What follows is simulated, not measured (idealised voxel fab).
process module | voxel spacer lines
cross-section cut | 260 nm wide | cells 5 nm
A cross-section is a grid of square cells, given in bands from the top down. A band is one or more rows of cells.
Each band's line starts with the height of the band's top and of its bottom, in nm. Then come its materials from left to right, each with its width in nm. One material with "throughout" fills the band from edge to edge. "air" is empty space.
Height 0 is the level under which the wafer as received is all one material. The lowest band goes on downwards, as in "0 down".
A width such as "30 to 40" changes by the same amount from each row of cells to the next, from the band's top row to its bottom row.
"no change" after a step means that no cell of the cross-section changed.
closed voids: empty space of 8 cells or more with no open way to the top, each as width x height at its distance from the left edge, in nm
after a step's settings: what the simulator itself notes on the step
overlay nm, on a step with a mask: how far to the right of its planned place the mask lay; to the left if negative
plan
1 op RECEIVE | material Si
2 op CONFORMAL_DEP | material SiO2 | thk nm 5
3 op DIRECTIONAL_DEP | material TiN | thk nm 15
4 op DIRECTIONAL_DEP | material aC | thk nm 25
5 op PATTERN | tone cover | mask id MANDREL | material resist | width nm 25 | pitch nm 80 | thk nm 35 | overlay nm 0
6 op DIRECTIONAL_ETCH | etch materials aC | depth nm 25
7 op STRIP | etch materials resist
8 op CONFORMAL_DEP | material SiN | thk nm 15
9 op DIRECTIONAL_ETCH | etch materials SiN | depth nm 15
10 op STRIP | etch materials aC
11 op DIRECTIONAL_ETCH | etch materials TiN | depth nm 15
12 op STRIP | etch materials SiN
first wafer, as planned
as received, after step 1
  0 down: Si throughout
  closed voids: none
after step 2
  5 to 0: SiO2 throughout
  below 0: unchanged
after step 3
  20 to 5: TiN throughout
  below 5: unchanged
after step 4
  45 to 20: aC throughout
  below 20: unchanged
after step 5
  80 to 45: air 35 | resist 25 | air 55 | resist 25 | air 55 | resist 25 | air 40
  below 45: unchanged
after step 6
  55 to 45: air 35 | resist 25 | air 55 | resist 25 | air 55 | resist 25 | air 40
  45 to 20: air 35 | aC 25 | air 55 | aC 25 | air 55 | aC 25 | air 40
  below 20: unchanged
after step 7
  45 to 20: air 35 | aC 25 | air 55 | aC 25 | air 55 | aC 25 | air 40
  below 20: unchanged
after step 8
  60 to 45: air 20 | SiN 55 | air 25 | SiN 55 | air 25 | SiN 55 | air 25
  45 to 35: air 20 | SiN 15 | aC 25 | SiN 15 | air 25 | SiN 15 | aC 25 | SiN 15 | air 25 | SiN 15 | aC 25 | SiN 15 | air 25
  35 to 20: SiN 35 | aC 25 | SiN 55 | aC 25 | SiN 55 | aC 25 | SiN 40
  below 20: unchanged
after step 9
  45 to 20: air 20 | SiN 15 | aC 25 | SiN 15 | air 25 | SiN 15 | aC 25 | SiN 15 | air 25 | SiN 15 | aC 25 | SiN 15 | air 25
  below 20: unchanged
after step 10
  45 to 20: air 20 | SiN 15 | air 25 | SiN 15 | air 25 | SiN 15 | air 25 | SiN 15 | air 25 | SiN 15 | air 25 | SiN 15 | air 25
  below 20: unchanged
after step 11
  45 to 20: air 20 | SiN 15 | air 25 | SiN 15 | air 25 | SiN 15 | air 25 | SiN 15 | air 25 | SiN 15 | air 25 | SiN 15 | air 25
  20 to 5: air 20 | TiN 15 | air 25 | TiN 15 | air 25 | TiN 15 | air 25 | TiN 15 | air 25 | TiN 15 | air 25 | TiN 15 | air 25
  below 5: unchanged
after step 12
  20 to 5: air 20 | TiN 15 | air 25 | TiN 15 | air 25 | TiN 15 | air 25 | TiN 15 | air 25 | TiN 15 | air 25 | TiN 15 | air 25
  below 5: unchanged
second wafer: like start, like plan, one mistake. Through step 4 it matches the first wafer
when step 5 should have ended
  80 to 45: resist 35 | air 25 | resist 55 | air 25 | resist 55 | air 25 | resist 40
  below 45: unchanged
when step 6 should have ended
  55 to 45: resist 35 | air 25 | resist 55 | air 25 | resist 55 | air 25 | resist 40
  45 to 20: aC 35 | air 25 | aC 55 | air 25 | aC 55 | air 25 | aC 40
  below 20: unchanged
when step 7 should have ended
  45 to 20: aC 35 | air 25 | aC 55 | air 25 | aC 55 | air 25 | aC 40
  below 20: unchanged
when step 8 should have ended
  60 to 45: SiN throughout
  45 to 20: aC 35 | SiN 25 | aC 55 | SiN 25 | aC 55 | SiN 25 | aC 40
  below 20: unchanged
when step 9 should have ended
  45 to 20: aC 35 | SiN 25 | aC 55 | SiN 25 | aC 55 | SiN 25 | aC 40
  below 20: unchanged
when step 10 should have ended
  45 to 20: air 35 | SiN 25 | air 55 | SiN 25 | air 55 | SiN 25 | air 40
  below 20: unchanged
when step 11 should have ended
  45 to 20: air 35 | SiN 25 | air 55 | SiN 25 | air 55 | SiN 25 | air 40
  20 to 5: air 35 | TiN 25 | air 55 | TiN 25 | air 55 | TiN 25 | air 40
  below 5: unchanged
when step 12 should have ended
  20 to 5: air 35 | TiN 25 | air 55 | TiN 25 | air 55 | TiN 25 | air 40
  below 5: unchanged
what went wrong: step 5 ran as: op PATTERN | tone open | mask id MANDREL | material resist | width nm 25 | pitch nm 80 | thk nm 35 | overlay nm 0
at the end the second wafer has, in cells: 9 fewer of TiN
